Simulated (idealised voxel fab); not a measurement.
Proc. module: voxel local oxidation
Section cut is 160 nm wide and gridded with 5 nm square cells.
Format of a cross-section: grid, square cells. Given as bands. Order: top down. Band: one or more rows of cells. Top, bottom (nm), then materials left to right with widths (nm); lone material tagged "everywhere" fills the whole band edge to edge; "blank" = empty space. The level at which height equals 0 is the one under which the wafer, as it arrives, is entirely one material. No lower edge exists for the bottom band, which continues downward and is notated as in "z 0 and below". With a width like "30..40", each row of cells in the band differs from the next by the same amount, the top row carrying the first number and the bottom row the second. Given "all unchanged" for a step, no cell of the cross-section differs between before and after that step. The entry titled "Voids, enclosed" provides the empty spaces that have no open way to the top, restricted to those of 8 cells or more. Each is presented as width x height at distance, the distance being measured from the left edge, with all three in nm. On each step's line, the part that comes after the settings is the simulator's own comment on the step. Steps that use a mask can have "overlay nm" on their line. It says how far the mask sat to the right of where it was meant to be. Negative means to the left.
Process steps (planned):
1: RECEIVE with material Si
2: CONFORMAL_DEP with material SiO2, thk nm 5
3: CONFORMAL_DEP with material SiN, thk nm 10
4: PATTERN with tone cover, mask id ACTIVE, material resist, width nm 95, thk nm 15, overlay nm 0
5: DIRECTIONAL_ETCH with etch materials SiN, depth nm 10
6: STRIP with etch materials resist
7: SELECTIVE_ETCH with etch materials SiO2, depth nm 5
8: OXIDIZE with depth nm 10
9: STRIP with etch materials SiN
Wafer cross-section on receipt, i.e. after step 1:
  z 0 and below  Si everywhere
  Voids, enclosed: none
End-of-module XS, first of two wafers, run as planned:
  z 5 to 0  35 nm blank / 85 nm SiO2 / 40 nm blank
  z 0 to -10  45 nm SiO2 / 65 nm Si / 50 nm SiO2
  z -10 and below  Si everywhere
  Voids, enclosed: none
Presented here is a cross-section of the second of the two wafers as it stood at the end of the module. It was started in the same manner and assigned the same plan as the first wafer; however, one mistake was made in its execution:
  z 5 to 0  35 nm blank / 85 nm SiO2 / 40 nm blank
  z 0 to -20  55 nm SiO2 / 45 nm Si / 60 nm SiO2
  z -20 and below  Si everywhere
  Voids, enclosed: none
Heads up, the wafer didn't run the way we planned it: off-plan run, step 8, actual operation and settings OXIDIZE with depth nm 20
The closing comparison, in cells, has the second wafer with more or fewer of some materials than the first: Si -54 | SiO2 +54
